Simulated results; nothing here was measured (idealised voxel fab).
Title: Process Module voxel capacitor over wiring
Square cells of 5 nm make up the cross-section cut, whose width is 300 nm.
A cross-section in this document is a grid of square cells, and it is written down as bands, the top band listed before the ones below it; a band is made up of one or more rows of cells. For a band, the entry starts with two heights in nm, that of the top and then that of the bottom, and carries on with the band's materials in order from left to right, each alongside its width in nm; the word "edge to edge" beside a single material means it fills the band edge to edge, and "blank" means empty space. Heights are expressed relative to 0, this being the level below which the as-received wafer comprises one material exclusively. The lowest band is unbounded in the downward direction and is denoted as in "from 0 down". Width: "30..40" (first number = top row, second number = bottom row, same change from row to row of cells). "no modification" after a step means that no cell of the cross-section changed. Heads up: "Catalogued sealed voids" only lists the empty pockets with no open path to the top that are 8 cells or more, and it writes them as width x height at distance, distance from the left edge, in nm. Whatever follows a step's settings on its line is a remark the simulator itself makes about that step. If you see "overlay nm" on a step's line and that step has a mask, it's telling you how far right of where it was planned the mask ended up; a negative number means it went left instead.
[These are the steps we planned for the process]
1) op RECEIVE | material Si
2) op CONFORMAL_DEP | material SiO2 | thk nm 15
3) op DIRECTIONAL_DEP | material TiN | thk nm 5
4) op DIRECTIONAL_DEP | material W | thk nm 20
5) op PATTERN | tone cover | mask id METAL_1 | material resist | width nm 25 | pitch nm 75 | thk nm 20 | overlay nm 0
6) op DIRECTIONAL_ETCH | etch materials W | depth nm 20
7) op DIRECTIONAL_ETCH | etch materials TiN | depth nm 5
8) op STRIP | etch materials resist
9) op CONFORMAL_DEP | material SiN | thk nm 5
10) op FILL_DEP | material lowk | thk nm 10
11) op CMP | height nm 40
12) op CONFORMAL_DEP | material SiCN | thk nm 5
13) op DIRECTIONAL_DEP | material SiO2 | thk nm 20
14) op MASKED_ETCH | tone open | mask id PLUG_1 | width nm 15 | etch materials SiO2 | depth nm 20 | overlay nm 0
15) op MASKED_ETCH | tone open | mask id PLUG_1 | width nm 15 | etch materials SiCN | depth nm 5 | overlay nm 0
16) op EPI | material Ru | thk nm 10
17) op EPI | material Ru | thk nm 10
18) op EPI | material Ru | thk nm 5
19) op DIRECTIONAL_DEP | material TiN | thk nm 10
20) op DIRECTIONAL_DEP | material HfO2 | thk nm 5
21) op DIRECTIONAL_DEP | material TiN | thk nm 10
22) op MASKED_ETCH | tone cover | mask id UPPER_PLATE | width nm 55 | etch materials TiN | depth nm 10 | overlay nm 0
23) op MASKED_ETCH | tone cover | mask id UPPER_PLATE | width nm 55 | etch materials HfO2 | depth nm 5 | overlay nm 0
24) op DIRECTIONAL_DEP | material aC | thk nm 15
25) op PATTERN | tone cover | mask id LOWER_PLATE | material resist | width nm 65 | thk nm 35 | overlay nm 0
26) op DIRECTIONAL_ETCH | etch materials aC | depth nm 15
27) op STRIP | etch materials resist
28) op DIRECTIONAL_ETCH | etch materials TiN | depth nm 10
29) op STRIP | etch materials aC
30) op FILL_DEP | material SiO2 | thk nm 20
31) op CMP | height nm 105
32) op DIRECTIONAL_DEP | material aC | thk nm 10
33) op PATTERN | tone open | mask id PLUG_2 | material resist | width nm 15 | thk nm 25 | overlay nm 0
34) op DIRECTIONAL_ETCH | etch materials aC | depth nm 10
35) op STRIP | etch materials resist
36) op DIRECTIONAL_ETCH | etch materials SiO2 | depth nm 15
37) op STRIP | etch materials aC
38) op CONFORMAL_DEP | material TiN | thk nm 5
39) op FILL_DEP | material W | thk nm 5
40) op CMP | height nm 105
41) op CONFORMAL_DEP | material SiCN | thk nm 5
[Wafer as received: cross-section following step 1]
* from 0 down  Si edge to edge
* Catalogued sealed voids: none
[Cross-section: first of two wafers, module finished, run according to plan]
* from 110 to 105  SiCN edge to edge
* from 105 to 95  SiO2: 120; TiN: 5; W: 5; TiN: 5; SiO2: 165
* from 95 to 90  SiO2: 120; TiN: 15; SiO2: 165
* from 90 to 80  SiO2: 110; TiN: 55; SiO2: 135
* from 80 to 75  SiO2: 110; HfO2: 55; SiO2: 135
* from 75 to 65  SiO2: 105; TiN: 65; SiO2: 130
* from 65 to 45  SiO2: 110; Ru: 15; SiO2: 175
* from 45 to 40  SiCN: 110; Ru: 15; SiCN: 175
* from 40 to 20  lowk: 95; SiN: 5; W: 25; SiN: 5; lowk: 40; SiN: 5; W: 25; SiN: 5; lowk: 95
* from 20 to 15  SiN: 100; TiN: 25; SiN: 50; TiN: 25; SiN: 100
* from 15 to 0  SiO2 edge to edge
* from 0 down  Si edge to edge
* Catalogued sealed voids: none
[Second of two wafers, module complete, sectioned: it shares the first wafer's start and plan but was run with one mistake]
* from 110 to 105  SiCN edge to edge
* from 105 to 100  SiO2: 120; TiN: 15; SiO2: 165
* from 100 to 90  SiO2: 110; TiN: 25; SiO2: 165
* from 90 to 85  SiO2: 110; HfO2: 25; TiN: 30; SiO2: 135
* from 85 to 80  SiO2: 105; TiN: 60; SiO2: 135
* from 80 to 75  SiO2: 105; TiN: 30; HfO2: 30; SiO2: 135
* from 75 to 65  SiO2: 100; Ru: 35; TiN: 35; SiO2: 130
* from 65 to 45  SiO2: 110; Ru: 15; SiO2: 175
* from 45 to 40  SiCN: 110; Ru: 15; SiCN: 175
* from 40 to 20  lowk: 95; SiN: 5; W: 25; SiN: 5; lowk: 40; SiN: 5; W: 25; SiN: 5; lowk: 95
* from 20 to 15  SiN: 100; TiN: 25; SiN: 50; TiN: 25; SiN: 100
* from 15 to 0  SiO2 edge to edge
* from 0 down  Si edge to edge
* Catalogued sealed voids: none
It is concluded that the wafer was processed incorrectly with respect to the plan, in that ran twice: one of 16 and 17, identical steps, cannot tell which
Final difference in cells, second wafer against first, listed per material as more or fewer: 14 more of Ru, 8 fewer of SiO2, 4 fewer of TiN, 2 fewer of W
